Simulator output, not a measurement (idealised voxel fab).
process module | voxel self aligned vias
cross-section cut | 235 nm wide | cells 5 nm
A cross-section is a grid of square cells, given in bands from the top down. A band is one or more rows of cells.
Each band's line starts with the height of the band's top and of its bottom, in nm. Then come its materials from left to right, each with its width in nm. One material with "throughout" fills the band from edge to edge. "air" is empty space.
Height 0 is the level under which the wafer as received is all one material. The lowest band goes on downwards, as in "0 down".
A width such as "30 to 40" changes by the same amount from each row of cells to the next, from the band's top row to its bottom row.
"no change" after a step means that no cell of the cross-section changed.
closed voids: empty space of 8 cells or more with no open way to the top, each as width x height at its distance from the left edge, in nm
after a step's settings: what the simulator itself notes on the step
overlay nm, on a step with a mask: how far to the right of its planned place the mask lay; to the left if negative
plan
1 op RECEIVE | material Si
2 op CONFORMAL_DEP | material SiO2 | thk nm 15
3 op CONFORMAL_DEP | material SiCN | thk nm 5
4 op DIRECTIONAL_DEP | material SiO2 | thk nm 30
5 op MASKED_ETCH | tone open | mask id LINES | width nm 25 | pitch nm 60 | etch materials SiO2 | depth nm 30 | overlay nm 0
6 op CONFORMAL_DEP | material TiN | thk nm 5
7 op FILL_DEP | material W | thk nm 10
8 op CMP | height nm 50
9 op SELECTIVE_ETCH | etch materials W Ru TiN | depth nm 5
10 op FILL_DEP | material SiN | thk nm 5
11 op CMP | height nm 50
12 op DIRECTIONAL_DEP | material SiO2 | thk nm 15
13 op MASKED_ETCH | tone open | mask id VIAS | width nm 35 | pitch nm 60 | etch materials SiO2 | depth nm 15 | overlay nm 0
14 op MASKED_ETCH | tone open | mask id VIAS | width nm 35 | pitch nm 60 | etch materials SiN | depth nm 5 | overlay nm 0
15 op CONFORMAL_DEP | material TiN | thk nm 5
16 op FILL_DEP | material Cu | thk nm 5
17 op CMP | height nm 65
18 op CONFORMAL_DEP | material SiCN | thk nm 5
as received, after step 1
  0 down: Si throughout
  closed voids: none
a wafer at the end: this start, this plan, one mistake
  70 to 65: SiCN throughout
  65 to 55: SiO2 70 | TiN 5 | Cu 25 | TiN 5 | SiO2 25 | TiN 5 | Cu 25 | TiN 5 | SiO2 70
  55 to 50: SiO2 70 | TiN 10 | Cu 15 | TiN 10 | SiO2 25 | TiN 10 | Cu 15 | TiN 10 | SiO2 70
  50 to 45: SiO2 75 | TiN 25 | SiO2 35 | TiN 25 | SiO2 75
  45 to 25: SiO2 75 | TiN 5 | W 15 | TiN 5 | SiO2 35 | TiN 5 | W 15 | TiN 5 | SiO2 75
  25 to 20: SiO2 75 | TiN 25 | SiO2 35 | TiN 25 | SiO2 75
  20 to 5: SiO2 throughout
  5 to 0: SiCN throughout
  0 down: Si throughout
  closed voids: none
what went wrong: steps 2 and 3 were swapped
